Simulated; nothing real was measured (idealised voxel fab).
Process module in this document: voxel air gaps
The cross-section shown here is cut; it is 250 nm wide and divided into square cells measuring 5 nm on a side.
If you're reading a cross-section in this doc, picture square cells in a grid; it comes to you as bands, top ones listed first down to the bottom, and a band can be one or more rows of cells.
Look at the band entry: it leads with the top's height and the bottom's height in nm. Then it lists the materials left to right, with a width in nm for each. The word "full width" on a single material says that material fills the band edge to edge. The word "blank" is empty space.
The level at which height equals 0 is the one under which the wafer, as it arrives, is entirely one material. No lower edge exists for the bottom band, which continues downward and is notated as in "z 0 and below".
Read "30..40" as a graded width: first number on top, second number at the bottom, same change between each pair of neighbouring rows.
"same as before" means the step left every cell of the cross-section as it was.
Under "Enclosed voids" you'll find the enclosed gaps, the ones with no way out to the top, that are 8 cells or bigger; each reads width x height at distance, with distance counted from the left edge, everything in nm.
Note: text after step settings on the step line = simulator remark on that step.
A step line may carry the setting "overlay nm", which, for steps involving a mask, states the distance by which the mask lay to the right of its intended position; negative values denote displacement to the left.
### This section lists the process steps that were planned
1 RECEIVE: material Si
2 CONFORMAL_DEP: material SiO2, thk nm 10
3 CONFORMAL_DEP: material SiN, thk nm 5
4 DIRECTIONAL_DEP: material SiO2, thk nm 30
5 PATTERN: tone open, mask id LINES, material resist, width nm 25, pitch nm 55, thk nm 20, overlay nm 0
6 DIRECTIONAL_ETCH: etch materials SiO2, depth nm 30
7 STRIP: etch materials resist
8 CONFORMAL_DEP: material TiN, thk nm 5
9 FILL_DEP: material W, thk nm 5
10 CMP: height nm 45
11 EPI: material Ru, thk nm 10
12 SELECTIVE_ETCH: etch materials SiO2, depth nm 40
13 CONFORMAL_DEP: material SiCN, thk nm 5
### Cross-section of the wafer as it came to us, i.e., already through step 1
    z 0 and below | Si full width
    Enclosed voids: none
### This is how the wafer looks in cross-section once the module is done, given the starting state and plan above and one mistake in carrying the plan out
    z 60 to 55 | 15 of blank / 220 of SiCN / 15 of blank
    z 55 to 45 | 15 of blank / 5 of SiCN / 45 of Ru / 10 of SiCN / 45 of Ru / 10 of SiCN / 45 of Ru / 10 of SiCN / 45 of Ru / 5 of SiCN / 15 of blank
    z 45 to 40 | 15 of blank / 15 of SiCN / 5 of TiN / 15 of W / 5 of TiN / 30 of SiCN / 5 of TiN / 15 of W / 5 of TiN / 30 of SiCN / 5 of TiN / 15 of W / 5 of TiN / 30 of SiCN / 5 of TiN / 15 of W / 5 of TiN / 15 of SiCN / 15 of blank
    z 40 to 20 | 25 of blank / 5 of SiCN / 5 of TiN / 15 of W / 5 of TiN / 5 of SiCN / 20 of blank / 5 of SiCN / 5 of TiN / 15 of W / 5 of TiN / 5 of SiCN / 20 of blank / 5 of SiCN / 5 of TiN / 15 of W / 5 of TiN / 5 of SiCN / 20 of blank / 5 of SiCN / 5 of TiN / 15 of W / 5 of TiN / 5 of SiCN / 25 of blank
    z 20 to 15 | 25 of blank / 5 of SiCN / 25 of TiN / 5 of SiCN / 20 of blank / 5 of SiCN / 25 of TiN / 5 of SiCN / 20 of blank / 5 of SiCN / 25 of TiN / 5 of SiCN / 20 of blank / 5 of SiCN / 25 of TiN / 5 of SiCN / 25 of blank
    z 15 to 10 | 25 of blank / 15 of SiCN / 5 of SiO2 / 15 of SiCN / 20 of blank / 15 of SiCN / 5 of SiO2 / 15 of SiCN / 20 of blank / 15 of SiCN / 5 of SiO2 / 15 of SiCN / 20 of blank / 15 of SiCN / 5 of SiO2 / 15 of SiCN / 25 of blank
    z 10 to 5 | 40 of SiCN / 5 of SiO2 / 50 of SiCN / 5 of SiO2 / 50 of SiCN / 5 of SiO2 / 50 of SiCN / 5 of SiO2 / 40 of SiCN
    z 5 to 0 | SiN full width
    z 0 and below | Si full width
    Enclosed voids: 20 x 30 at 60; 20 x 30 at 115; 20 x 30 at 170
What was done differently from what was planned? transposition of steps 2 and 3 relative to the planned sequence
